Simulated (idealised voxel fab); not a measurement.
Process module, titled voxel self aligned vias
cross-section cut | 275 nm wide | cells 5 nm
Each cross-section below is a grid of square cells, stated as bands in top-down order, with one or more rows of cells making up each band. In this notation a band is specified by the heights of its top and bottom, in that order and in nm, after which its materials appear from left to right, each paired with its width in nm. The word "full width" attached to a single material means that material fills the band from edge to edge; the word "empty" stands for empty space. Convention: height 0 is the level below which the wafer, as received, is all one material. The lowest band does not terminate at the bottom but continues downward, represented as "0 -> down". Read "30..40" as a graded width: first number on top, second number at the bottom, same change between each pair of neighbouring rows. Step note "changes: none" = no cross-section cell changed. "Closed void entries": empty spaces of 8 cells or more with no open way to the top, each given as width x height at distance, distance from the left edge, all in nm. Anything after a step's settings on that line? It's the simulator's own note about the step. The setting "overlay nm" may be written on the line of a step. When the step uses a mask, the value reports how far to the right of the planned place the mask lay, and a negative value reports that it lay to the left.

These are the steps we planned for the process:
1,RECEIVE (material Si)
2,CONFORMAL_DEP (material SiO2; thk nm 15)
3,CONFORMAL_DEP (material SiCN; thk nm 5)
4,DIRECTIONAL_DEP (material SiO2; thk nm 25)
5,DIRECTIONAL_DEP (material aC; thk nm 15)
6,PATTERN (tone open; mask id LINES; material resist; width nm 30; pitch nm 70; thk nm 30; overlay nm 0)
7,DIRECTIONAL_ETCH (etch materials aC; depth nm 15)
8,STRIP (etch materials resist)
9,DIRECTIONAL_ETCH (etch materials SiO2; depth nm 25)
10,STRIP (etch materials aC)
11,CONFORMAL_DEP (material TiN; thk nm 5)
12,FILL_DEP (material W; thk nm 5)
13,CMP (height nm 45)
14,SELECTIVE_ETCH (etch materials W Ru TiN; depth nm 10)
15,FILL_DEP (material SiN; thk nm 10)
16,CMP (height nm 45)
17,DIRECTIONAL_DEP (material SiO2; thk nm 15)
18,PATTERN (tone open; mask id VIAS; material resist; width nm 40; pitch nm 70; thk nm 15; overlay nm 0)
19,DIRECTIONAL_ETCH (etch materials SiO2; depth nm 15)
20,DIRECTIONAL_ETCH (etch materials SiN; depth nm 10)
21,STRIP (etch materials resist)
22,CONFORMAL_DEP (material TiN; thk nm 5)
23,FILL_DEP (material Cu; thk nm 10)
24,CMP (height nm 60)
25,CONFORMAL_DEP (material SiCN; thk nm 5)

The cross-section here shows the wafer as received, i.e. in its state after step 1:
- 0 -> down: Si full width
- Closed void entries: none

Sectioned view, first of two wafers, at the close of the module, processed as intended in the plan:
- 65 -> 60: SiCN full width
- 60 -> 50: SiO2 80 nm; TiN 5 nm; Cu 30 nm; TiN 5 nm; SiO2 30 nm; TiN 5 nm; Cu 30 nm; TiN 5 nm; SiO2 85 nm
- 50 -> 40: SiO2 80..85 nm; TiN 10..5 nm; Cu 20 nm; TiN 10..5 nm; SiO2 30..40 nm; TiN 10..5 nm; Cu 20 nm; TiN 10..5 nm; SiO2 85..90 nm
- 40 -> 35: SiO2 85 nm; TiN 30 nm; SiO2 40 nm; TiN 30 nm; SiO2 90 nm
- 35 -> 25: SiO2 85 nm; TiN 5 nm; W 20 nm; TiN 5 nm; SiO2 40 nm; TiN 5 nm; W 20 nm; TiN 5 nm; SiO2 90 nm
- 25 -> 20: SiO2 85 nm; TiN 30 nm; SiO2 40 nm; TiN 30 nm; SiO2 90 nm
- 20 -> 15: SiCN full width
- 15 -> 0: SiO2 full width
- 0 -> down: Si full width
- Closed void entries: none

This cross-section belongs to the second wafer of two at the end of the module; the start and the plan were shared with the first, and the run included one mistake:
- 80 -> 75: SiCN full width
- 75 -> 65: Cu full width
- 65 -> 60: TiN 85 nm; Cu 30 nm; TiN 40 nm; Cu 30 nm; TiN 90 nm
- 60 -> 50: SiO2 80 nm; TiN 5 nm; Cu 30 nm; TiN 5 nm; SiO2 30 nm; TiN 5 nm; Cu 30 nm; TiN 5 nm; SiO2 85 nm
- 50 -> 40: SiO2 80..85 nm; TiN 10..5 nm; Cu 20 nm; TiN 10..5 nm; SiO2 30..40 nm; TiN 10..5 nm; Cu 20 nm; TiN 10..5 nm; SiO2 85..90 nm
- 40 -> 35: SiO2 85 nm; TiN 30 nm; SiO2 40 nm; TiN 30 nm; SiO2 90 nm
- 35 -> 25: SiO2 85 nm; TiN 5 nm; W 20 nm; TiN 5 nm; SiO2 40 nm; TiN 5 nm; W 20 nm; TiN 5 nm; SiO2 90 nm
- 25 -> 20: SiO2 85 nm; TiN 30 nm; SiO2 40 nm; TiN 30 nm; SiO2 90 nm
- 20 -> 15: SiCN full width
- 15 -> 0: SiO2 full width
- 0 -> down: Si full width
- Closed void entries: none
what went wrong: step 24 of the plan did not run at all; it was left out
Once processing is complete, comparing cell counts shows that the second wafer has more or fewer of certain materials than the first: Cu: 122 more, TiN: 43 more
